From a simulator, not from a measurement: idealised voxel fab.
voxel released beams: a process module
Section shown: cut. Width: 285 nm. Cell size: 5 nm, square.
How to read a cross-section here: the picture is a grid of square cells, written as bands going from the top down, and any band can span one or more rows of cells. Top, bottom (nm), then materials left to right with widths (nm); lone material tagged "edge to edge" fills the whole band edge to edge; "blank" = empty space. Heights from 0 (as-received wafer is one material below). Bottom band endless downward, as "z 0 and below". A width given as "30->40" starts at the first number in the band's top row and ends at the second number in its bottom row, shifting by an equal amount at every step from row to row. "nothing changed" (step): cross-section cells unchanged, all of them. Entry "Sealed void list" = empty spaces >= 8 cells with no open way to the top; each as width x height at distance, distance from left edge, all nm. Text after the settings on a step's line: the simulator's own remark on that step. A step line may carry the setting "overlay nm", which, for steps involving a mask, states the distance by which the mask lay to the right of its intended position; negative values denote displacement to the left.
## Listed below are the process steps as planned
1) RECEIVE | material Si
2) CONFORMAL_DEP | material SiN | thk nm 5
3) DIRECTIONAL_DEP | material SiO2 | thk nm 20
4) MASKED_ETCH | tone open | mask id ANCHOR | width nm 45 | etch materials SiO2 | depth nm 20 | overlay nm 0
5) CONFORMAL_DEP | material polySi | thk nm 15
6) DIRECTIONAL_DEP | material aC | thk nm 10
7) PATTERN | tone cover | mask id BEAM | material resist | width nm 95 | thk nm 30 | overlay nm 0
8) DIRECTIONAL_ETCH | etch materials aC | depth nm 10
9) STRIP | etch materials resist
10) DIRECTIONAL_ETCH | etch materials polySi | depth nm 15
11) STRIP | etch materials aC
12) STRIP | etch materials SiO2
## Of two wafers, the first: run according to plan
## The cross-section here shows the wafer as received, i.e. in its state after step 1
* z 0 and below: Si edge to edge
* Sealed void list: none
## After step 2: wafer cross-section
* z 5 to 0: SiN edge to edge
* below 0: unchanged
## After step 3: wafer cross-section
* z 25 to 5: SiO2 edge to edge
* below 5: unchanged
## After step 4: wafer cross-section
* z 25 to 5: 95 of SiO2 | 45 of blank | 145 of SiO2
* below 5: unchanged
## After step 5: wafer cross-section
* z 40 to 25: 110 of polySi | 15 of blank | 160 of polySi
* z 25 to 20: 95 of SiO2 | 15 of polySi | 15 of blank | 15 of polySi | 145 of SiO2
* z 20 to 5: 95 of SiO2 | 45 of polySi | 145 of SiO2
* below 5: unchanged
## After step 6: wafer cross-section
* z 50 to 40: 110 of aC | 15 of blank | 160 of aC
* z 40 to 30: 110 of polySi | 15 of blank | 160 of polySi
* z 30 to 25: 110 of polySi | 15 of aC | 160 of polySi
* z 25 to 20: 95 of SiO2 | 15 of polySi | 15 of aC | 15 of polySi | 145 of SiO2
* below 20: unchanged
## After step 7: wafer cross-section
* z 80 to 50: 90 of blank | 95 of resist | 100 of blank
* z 50 to 40: 110 of aC | 15 of resist | 160 of aC
* z 40 to 30: 110 of polySi | 15 of resist | 160 of polySi
* below 30: unchanged
## After step 8: wafer cross-section
* z 70 to 50: 90 of blank | 95 of resist | 100 of blank
* z 50 to 40: 90 of blank | 20 of aC | 15 of resist | 60 of aC | 100 of blank
* below 40: unchanged
## After step 9: wafer cross-section
* z 50 to 40: 90 of blank | 20 of aC | 15 of blank | 60 of aC | 100 of blank
* z 40 to 30: 110 of polySi | 15 of blank | 160 of polySi
* below 30: unchanged
## After step 10: wafer cross-section
* z 50 to 40: 90 of blank | 20 of aC | 15 of blank | 60 of aC | 100 of blank
* z 40 to 30: 90 of blank | 20 of polySi | 15 of blank | 60 of polySi | 100 of blank
* z 30 to 25: 90 of blank | 20 of polySi | 15 of aC | 60 of polySi | 100 of blank
* below 25: unchanged
## After step 11: wafer cross-section
* z 40 to 25: 90 of blank | 20 of polySi | 15 of blank | 60 of polySi | 100 of blank
* z 25 to 20: 95 of SiO2 | 15 of polySi | 15 of blank | 15 of polySi | 145 of SiO2
* below 20: unchanged
## After step 12: wafer cross-section
* z 40 to 25: 90 of blank | 20 of polySi | 15 of blank | 60 of polySi | 100 of blank
* z 25 to 20: 95 of blank | 15 of polySi | 15 of blank | 15 of polySi | 145 of blank
* z 20 to 5: 95 of blank | 45 of polySi | 145 of blank
* below 5: unchanged
## Second wafer. Start and plan as for the first. One mistake made in running. Agrees with the first up to and including step 1
Cross-section of the second wafer at the time by which step 2 should have been completed according to the plan: nothing changed
## Cross-section of the second wafer at the time by which step 3 should have been completed according to the plan
* z 20 to 0: SiO2 edge to edge
* below 0: unchanged
## Cross-section of the second wafer at the time by which step 4 should have been completed according to the plan
* z 20 to 0: 95 of SiO2 | 45 of blank | 145 of SiO2
* below 0: unchanged
## Cross-section of the second wafer at the time by which step 5 should have been completed according to the plan
* z 35 to 20: 110 of polySi | 15 of blank | 160 of polySi
* z 20 to 15: 95 of SiO2 | 15 of polySi | 15 of blank | 15 of polySi | 145 of SiO2
* z 15 to 0: 95 of SiO2 | 45 of polySi | 145 of SiO2
* below 0: unchanged
## Cross-section of the second wafer at the time by which step 6 should have been completed according to the plan
* z 45 to 35: 110 of aC | 15 of blank | 160 of aC
* z 35 to 25: 110 of polySi | 15 of blank | 160 of polySi
* z 25 to 20: 110 of polySi | 15 of aC | 160 of polySi
* z 20 to 15: 95 of SiO2 | 15 of polySi | 15 of aC | 15 of polySi | 145 of SiO2
* below 15: unchanged
## Cross-section of the second wafer at the time by which step 7 should have been completed according to the plan
* z 75 to 45: 90 of blank | 95 of resist | 100 of blank
* z 45 to 35: 110 of aC | 15 of resist | 160 of aC
* z 35 to 25: 110 of polySi | 15 of resist | 160 of polySi
* below 25: unchanged
## Cross-section of the second wafer at the time by which step 8 should have been completed according to the plan
* z 65 to 45: 90 of blank | 95 of resist | 100 of blank
* z 45 to 35: 90 of blank | 20 of aC | 15 of resist | 60 of aC | 100 of blank
* below 35: unchanged
## Cross-section of the second wafer at the time by which step 9 should have been completed according to the plan
* z 45 to 35: 90 of blank | 20 of aC | 15 of blank | 60 of aC | 100 of blank
* z 35 to 25: 110 of polySi | 15 of blank | 160 of polySi
* below 25: unchanged
## Cross-section of the second wafer at the time by which step 10 should have been completed according to the plan
* z 45 to 35: 90 of blank | 20 of aC | 15 of blank | 60 of aC | 100 of blank
* z 35 to 25: 90 of blank | 20 of polySi | 15 of blank | 60 of polySi | 100 of blank
* z 25 to 20: 90 of blank | 20 of polySi | 15 of aC | 60 of polySi | 100 of blank
* below 20: unchanged
## Cross-section of the second wafer at the time by which step 11 should have been completed according to the plan
* z 35 to 20: 90 of blank | 20 of polySi | 15 of blank | 60 of polySi | 100 of blank
* z 20 to 15: 95 of SiO2 | 15 of polySi | 15 of blank | 15 of polySi | 145 of SiO2
* below 15: unchanged
## Cross-section of the second wafer at the time by which step 12 should have been completed according to the plan
* z 35 to 20: 90 of blank | 20 of polySi | 15 of blank | 60 of polySi | 100 of blank
* z 20 to 15: 95 of blank | 15 of polySi | 15 of blank | 15 of polySi | 145 of blank
* z 15 to 0: 95 of blank | 45 of polySi | 145 of blank
* below 0: unchanged
what went wrong: step 2 was left out
Materials where the second wafer ends with more or fewer cells than the first: 57 fewer of SiN
